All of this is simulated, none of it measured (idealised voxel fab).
This is a process module. Its name is voxel self aligned contacts.
The figure presents cross-section cut, which has a width of 240 nm and is divided into square cells with an edge length of 5 nm.
Notation: cross-section as square-cell grid; stated in bands, top first, going down; one or more cell rows per band. Band entry format. Leading values: height of top, height of bottom, nm. Remainder: materials in left-to-right order, each with its width in nm. Special words: "edge to edge" on a single material, which then fills the band edge to edge; "air", empty space. Counting heights begins at 0, where everything beneath is, in the wafer as received, one material. The lowest band has no bottom; it goes on downwards, as "z 0 and below" shows. The expression "30->40" gives the width at the extremes of the band, the first number at its top row of cells and the second at its bottom row, with the width changing by equal amounts from each row to the next in between. Given "changes: none" for a step, no cell of the cross-section differs between before and after that step. Entry "Sealed internal cavities" = empty spaces >= 8 cells with no open way to the top; each as width x height at distance, distance from left edge, all nm. after a step's settings: what the simulator itself notes on the step. overlay nm, on a step with a mask: how far to the right of its planned place the mask lay; to the left if negative.
BELOW IS THE LIST OF PLANNED PROCESS STEPS
step 1: RECEIVE with material Si
step 2: OXIDIZE with depth nm 5
step 3: DIRECTIONAL_DEP with material polySi, thk nm 30
step 4: DIRECTIONAL_DEP with material SiN, thk nm 20
step 5: PATTERN with tone cover, mask id GATE, material resist, width nm 25, pitch nm 70, thk nm 20, overlay nm 0
step 6: DIRECTIONAL_ETCH with etch materials SiN, depth nm 20
step 7: DIRECTIONAL_ETCH with etch materials polySi, depth nm 30
step 8: STRIP with etch materials resist
step 9: CONFORMAL_DEP with material SiN, thk nm 10
step 10: DIRECTIONAL_ETCH with etch materials SiN, depth nm 10
step 11: FILL_DEP with material SiO2, thk nm 10
step 12: CMP with height nm 55
step 13: PATTERN with tone open, mask id CONTACT, material resist, width nm 55, thk nm 15, overlay nm 0
step 14: DIRECTIONAL_ETCH with etch materials SiO2, depth nm 60
step 15: STRIP with etch materials resist
step 16: CONFORMAL_DEP with material TiN, thk nm 5
step 17: FILL_DEP with material W, thk nm 10
step 18: CMP with height nm 55
step 19: CONFORMAL_DEP with material SiCN, thk nm 5
CROSS-SECTION OF THE WAFER AT RECEIPT, WHICH IS THE CONDITION AFTER STEP 1
	z 0 and below  Si edge to edge
	Sealed internal cavities: none
BELOW IS THE WAFER IN CROSS-SECTION AFTER THE MODULE WAS COMPLETED. IT BEGAN FROM THE STARTING POINT SHOWN ABOVE AND FOLLOWED THE PLAN SHOWN ABOVE, EXCEPT THAT ONE MISTAKE WAS MADE WHILE RUNNING IT
	z 60 to 55  SiCN edge to edge
	z 55 to 50  W: 55 / TiN: 35 / SiO2: 55 / TiN: 35 / W: 60
	z 50 to 30  W: 55 / TiN: 5 / SiN: 45 / SiO2: 25 / SiN: 45 / TiN: 5 / W: 60
	z 30 to 0  W: 55 / TiN: 5 / SiN: 10 / polySi: 25 / SiN: 10 / SiO2: 25 / SiN: 10 / polySi: 25 / SiN: 10 / TiN: 5 / W: 60
	z 0 to -5  TiN: 60 / SiO2: 115 / TiN: 65
	z -5 and below  Si edge to edge
	Sealed internal cavities: none
Short version of what went wrong: step 13: run off-plan, actual operation and settings PATTERN with tone cover, mask id CONTACT, material resist, width nm 55, thk nm 15, overlay nm 0
